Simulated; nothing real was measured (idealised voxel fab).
Title: Process Module voxel ribs on slabs
Xsec cut, 250 nm wide, square cell size 5 nm.
Cross-section spec: square-cell grid; bands listed top down; each band is one or more rows.
The band entry comprises the height of the band's top followed by the height of its bottom, expressed in nm, and subsequently the band's materials from left to right, each stated together with its width in nm. Where a single material is marked with the word "all across", that material fills the band from edge to edge. The word "air" represents empty space.
All heights in this document are referenced to 0, defined as the level beneath which the wafer, as received, consists entirely of one material. The lowest band is not bounded below; it extends indefinitely downward and is written in the form "0 down".
Think of "30..40" as a width that walks from the first number to the second as you go down the band, top row to bottom row, taking equal-sized steps from row to row.
When a step is marked "everything unchanged", none of the cells in the cross-section changed during that step.
What "Unvented voids" gives you is every empty space of 8 cells or more that is cut off from the top. Each appears as width x height at distance, with the distance taken from the left edge and width, height and distance all in nm.
The remark found on a step's line after its settings is issued by the simulator itself and pertains to that step.
Regarding "overlay nm": on a step with a mask, it is the distance the mask lay to the right of its planned place; a negative value places it to the left.
## These are the steps we planned for the process
1 RECEIVE with material Si
2 DIRECTIONAL_DEP with material SiO2, thk nm 20
3 DIRECTIONAL_DEP with material polySi, thk nm 25
4 MASKED_ETCH with tone cover, mask id RIB, width nm 20, etch materials polySi, depth nm 10, overlay nm 0
5 PATTERN with tone cover, mask id SLAB, material resist, width nm 70, thk nm 15, overlay nm 0
6 DIRECTIONAL_ETCH with etch materials polySi, depth nm 15
7 STRIP with etch materials resist
8 FILL_DEP with material SiO2, thk nm 20
9 CMP with height nm 55
10 DIRECTIONAL_DEP with material W, thk nm 5
11 DIRECTIONAL_DEP with material aC, thk nm 10
12 PATTERN with tone cover, mask id HEATER, material resist, width nm 30, thk nm 25, overlay nm 0
13 DIRECTIONAL_ETCH with etch materials aC, depth nm 10
14 STRIP with etch materials resist
15 DIRECTIONAL_ETCH with etch materials W, depth nm 5
16 STRIP with etch materials aC
17 CONFORMAL_DEP with material SiN, thk nm 5
## Cross-section of the wafer upon arrival, representing the state reached after step 1
- 0 down  Si all across
- Unvented voids: none
## Sectioned view, first of two wafers, at the close of the module, processed as intended in the plan
- 65 to 60  air (105) / SiN (40) / air (105)
- 60 to 55  SiN (110) / W (30) / SiN (110)
- 55 to 45  SiO2 all across
- 45 to 35  SiO2 (115) / polySi (20) / SiO2 (115)
- 35 to 20  SiO2 (90) / polySi (70) / SiO2 (90)
- 20 to 0  SiO2 all across
- 0 down  Si all across
- Unvented voids: none
## Presented here is a cross-section of the second of the two wafers as it stood at the end of the module. It was started in the same manner and assigned the same plan as the first wafer; however, one mistake was made in its execution
- 60 to 55  air (110) / W (30) / air (110)
- 55 to 45  SiO2 all across
- 45 to 35  SiO2 (115) / polySi (20) / SiO2 (115)
- 35 to 20  SiO2 (90) / polySi (70) / SiO2 (90)
- 20 to 0  SiO2 all across
- 0 down  Si all across
- Unvented voids: none
The mistake made against the process plan was this: step 17 of the plan was omitted and not executed
Upon completion, the second wafer contains, in terms of cells, a greater or smaller amount of certain materials than the first wafer: SiN: 52 fewer
